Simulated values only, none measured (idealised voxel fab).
A process module follows: voxel spacer lines.
Square cell edge 5 nm, section width 265 nm, ID cut.
In what follows, cross-sections appear as grids of square cells, described through bands that run from the top down, where every band is one or more rows of cells. Heights first: top, then bottom, in nm. Then materials, left to right, each with a width in nm. "everywhere" on a single material: fills the band edge to edge. "empty": empty space. Where do heights start? At 0: under that level the wafer as delivered is made of one material only. And the lowest band has no floor; it just carries on downward, as in "0 -> down". Per-row width for "30 to 40": begins at first number (top row of band), ends at second number (bottom row), increment between rows held constant. No cell of the cross-section changed in a step that is given as "nothing got changed". "Sealed void inventory" means: voids of 8 cells or more that are shut off from the top with no open way through. Written width x height at distance, distance from the left edge, in nm. Past the settings on a step's line: simulator remark, on that step. The optional step-line setting "overlay nm" applies to steps with a mask and quantifies how far to the right of its planned location the mask lay, a negative value indicating leftward placement.

PROCESS STEPS - PLAN
1. RECEIVE, material Si
2. CONFORMAL_DEP, material Al2O3, thk nm 10
3. DIRECTIONAL_DEP, material W, thk nm 10
4. DIRECTIONAL_DEP, material polySi, thk nm 25
5. PATTERN, tone cover, mask id MANDREL, material resist, width nm 20, pitch nm 70, thk nm 30, overlay nm 0
6. DIRECTIONAL_ETCH, etch materials polySi, depth nm 25
7. STRIP, etch materials resist
8. CONFORMAL_DEP, material SiO2, thk nm 15
9. DIRECTIONAL_ETCH, etch materials SiO2, depth nm 15
10. STRIP, etch materials polySi
11. DIRECTIONAL_ETCH, etch materials W, depth nm 10
12. STRIP, etch materials SiO2

DELIVERED WAFER IN CROSS-SECTION: STATE AFTER STEP 1
0 -> down: Si everywhere
Sealed void inventory: none

POST-MODULE CROSS-SECTION: IDENTICAL START AND PLAN TO THOSE ABOVE, ONE MISSTEP IN EXECUTION
20 -> 10: empty: 65; W: 15; empty: 20; W: 15; empty: 20; W: 15; empty: 20; W: 15; empty: 80
10 -> 0: Al2O3 everywhere
0 -> down: Si everywhere
Sealed void inventory: none
Which mistake was made when the wafer was run? note that step 5 departed from the planned setting and was carried out as PATTERN, tone cover, mask id MANDREL, material resist, width nm 20, pitch nm 70, thk nm 30, overlay nm -5
